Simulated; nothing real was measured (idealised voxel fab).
process module | voxel wiring stack
cross-section cut | 285 nm wide | cells 5 nm
A cross-section is a grid of square cells, given in bands from the top down. A band is one or more rows of cells.
Each band's line starts with the height of the band's top and of its bottom, in nm. Then come its materials from left to right, each with its width in nm. One material with "throughout" fills the band from edge to edge. "air" is empty space.
Height 0 is the level under which the wafer as received is all one material. The lowest band goes on downwards, as in "0 down".
A width such as "30 to 40" changes by the same amount from each row of cells to the next, from the band's top row to its bottom row.
"no change" after a step means that no cell of the cross-section changed.
closed voids: empty space of 8 cells or more with no open way to the top, each as width x height at its distance from the left edge, in nm
after a step's settings: what the simulator itself notes on the step
overlay nm, on a step with a mask: how far to the right of its planned place the mask lay; to the left if negative
plan
1 op RECEIVE | material Si
2 op CONFORMAL_DEP | material SiO2 | thk nm 15
3 op CONFORMAL_DEP | material SiCN | thk nm 5
4 op DIRECTIONAL_DEP | material lowk | thk nm 15
5 op DIRECTIONAL_DEP | material aC | thk nm 10
6 op PATTERN | tone open | mask id METAL_1 | material resist | width nm 20 | pitch nm 50 | thk nm 30 | overlay nm 0
7 op DIRECTIONAL_ETCH | etch materials aC | depth nm 10
8 op STRIP | etch materials resist
9 op DIRECTIONAL_ETCH | etch materials lowk | depth nm 15
10 op DIRECTIONAL_ETCH | etch materials SiCN | depth nm 5
11 op STRIP | etch materials aC
12 op CONFORMAL_DEP | material TiN | thk nm 5
13 op FILL_DEP | material Cu | thk nm 10
14 op CMP | height nm 35
15 op CONFORMAL_DEP | material SiCN | thk nm 5
16 op DIRECTIONAL_DEP | material lowk | thk nm 30
17 op PATTERN | tone open | mask id METAL_2_HOLES | material resist | width nm 15 | pitch nm 50 | thk nm 15 | overlay nm 0
18 op DIRECTIONAL_ETCH | etch materials lowk | depth nm 30
19 op STRIP | etch materials resist
20 op DIRECTIONAL_DEP | material aC | thk nm 15
21 op PATTERN | tone open | mask id METAL_2 | material resist | width nm 20 | pitch nm 50 | thk nm 35 | overlay nm 0
22 op DIRECTIONAL_ETCH | etch materials aC | depth nm 15
23 op STRIP | etch materials resist
24 op DIRECTIONAL_ETCH | etch materials lowk | depth nm 15
25 op DIRECTIONAL_ETCH | etch materials SiCN | depth nm 5
26 op STRIP | etch materials aC
27 op CONFORMAL_DEP | material TiN | thk nm 5
28 op FILL_DEP | material Cu | thk nm 5
29 op CMP | height nm 70
30 op CONFORMAL_DEP | material SiCN | thk nm 5
as received, after step 1
  0 down: Si throughout
  closed voids: none
a wafer at the end: this start, this plan, one mistake
  75 to 70: SiCN throughout
  70 to 60: lowk 80 | TiN 5 | Cu 10 | TiN 5 | lowk 30 | TiN 5 | Cu 10 | TiN 5 | lowk 30 | TiN 5 | Cu 10 | TiN 5 | lowk 85
  60 to 55: lowk 80 | TiN 5 | Cu 5 | TiN 10 | lowk 30 | TiN 5 | Cu 5 | TiN 10 | lowk 30 | TiN 5 | Cu 5 | TiN 10 | lowk 85
  55 to 40: lowk 80 | TiN 5 | Cu 5 | TiN 5 | lowk 35 | TiN 5 | Cu 5 | TiN 5 | lowk 35 | TiN 5 | Cu 5 | TiN 5 | lowk 90
  40 to 30: SiCN 80 | TiN 15 to 20 | SiCN 35 to 30 | TiN 15 to 20 | SiCN 35 to 30 | TiN 15 to 20 | SiCN 90 to 85
  30 to 15: lowk throughout
  15 to 0: SiO2 throughout
  0 down: Si throughout
  closed voids: none
what went wrong: steps 3 and 4 were swapped
